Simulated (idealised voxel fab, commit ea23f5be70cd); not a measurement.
Module name: voxel gate over fins (process module)
We display cut, a cross-section 210 nm in width whose square cells are each 5 nm.
A cross-section in this document is a grid of square cells, and it is written down as bands, the top band listed before the ones below it; a band is made up of one or more rows of cells. The band entry comprises the height of the band's top followed by the height of its bottom, expressed in nm, and subsequently the band's materials from left to right, each stated together with its width in nm. Where a single material is marked with the word "full width", that material fills the band from edge to edge. The word "empty" represents empty space. Height is counted from the level 0, under which the received wafer is composed throughout of one material. The lowest of the bands is not closed at the bottom but continues downward, in the notation "0 nm and below". Think of "30->40" as a width that walks from the first number to the second as you go down the band, top row to bottom row, taking equal-sized steps from row to row. "same as before" means the step left every cell of the cross-section as it was. Entry "Closed internal cavities" = empty spaces >= 8 cells with no open way to the top; each as width x height at distance, distance from left edge, all nm. Whatever follows a step's settings on its line is a remark the simulator itself makes about that step. On any step carrying a mask, the "overlay nm" setting, if present on the step's line, tells how far right of its planned place the mask lay; negative values point to the left.
[The process steps that were planned are listed below]
1 RECEIVE,material Si
2 CONFORMAL_DEP,material SiN,thk nm 5
3 MASKED_ETCH,tone cover,mask id FINS,width nm 15,pitch nm 45,etch materials SiN,depth nm 5,overlay nm 0
4 MASKED_ETCH,tone cover,mask id FINS,width nm 15,pitch nm 45,etch materials Si,depth nm 30,overlay nm 0
5 FILL_DEP,material SiO2,thk nm 5
6 CMP,height nm 5
7 SELECTIVE_ETCH,etch materials SiO2,depth nm 15
8 STRIP,etch materials SiN
9 CONFORMAL_DEP,material HfO2,thk nm 5
10 CONFORMAL_DEP,material TiN,thk nm 5
11 FILL_DEP,material W,thk nm 10
12 CMP,height nm 15
13 CONFORMAL_DEP,material SiCN,thk nm 10
[Here's what the wafer looked like in cross-section when it arrived - that's after step 1]
	0 nm and below = Si full width
	Closed internal cavities: none
[First of two wafers: cross-section at end of module, run per plan]
	25 nm to 15 nm = SiCN full width
	15 nm to 10 nm = W full width
	10 nm to 5 nm = W 20, then TiN 35, then W 10, then TiN 35, then W 10, then TiN 35, then W 10, then TiN 35, then W 20
	5 nm to 0 nm = W 20, then TiN 5, then HfO2 25, then TiN 5, then W 10, then TiN 5, then HfO2 25, then TiN 5, then W 10, then TiN 5, then HfO2 25, then TiN 5, then W 10, then TiN 5, then HfO2 25, then TiN 5, then W 20
	0 nm to -5 nm = TiN 25, then HfO2 5, then Si 15, then HfO2 5, then TiN 20, then HfO2 5, then Si 15, then HfO2 5, then TiN 20, then HfO2 5, then Si 15, then HfO2 5, then TiN 20, then HfO2 5, then Si 15, then HfO2 5, then TiN 25
	-5 nm to -10 nm = HfO2 30, then Si 15, then HfO2 30, then Si 15, then HfO2 30, then Si 15, then HfO2 30, then Si 15, then HfO2 30
	-10 nm to -30 nm = SiO2 30, then Si 15, then SiO2 30, then Si 15, then SiO2 30, then Si 15, then SiO2 30, then Si 15, then SiO2 30
	-30 nm and below = Si full width
	Closed internal cavities: none
[End of module, second wafer, cross-section. Started like the first, planned like the first, run with one mistake]
	25 nm to 15 nm = SiCN full width
	15 nm to 10 nm = W 10, then TiN 5, then HfO2 180, then TiN 5, then W 10
	10 nm to 5 nm = TiN 15, then HfO2 180, then TiN 15
	5 nm to 0 nm = HfO2 full width
	0 nm to -10 nm = HfO2 30, then Si 15, then HfO2 30, then Si 15, then HfO2 30, then Si 15, then HfO2 30, then Si 15, then HfO2 30
	-10 nm to -30 nm = SiO2 30, then Si 15, then SiO2 30, then Si 15, then SiO2 30, then Si 15, then SiO2 30, then Si 15, then SiO2 30
	-30 nm and below = Si full width
	Closed internal cavities: none
Where did the run depart from the plan? step 9 was processed under conditions differing from the plan, specifically as CONFORMAL_DEP,material HfO2,thk nm 15
Wrapping up, a cell-based count of both wafers puts the second over or under the first for these materials: HfO2 +116, TiN -50, W -66
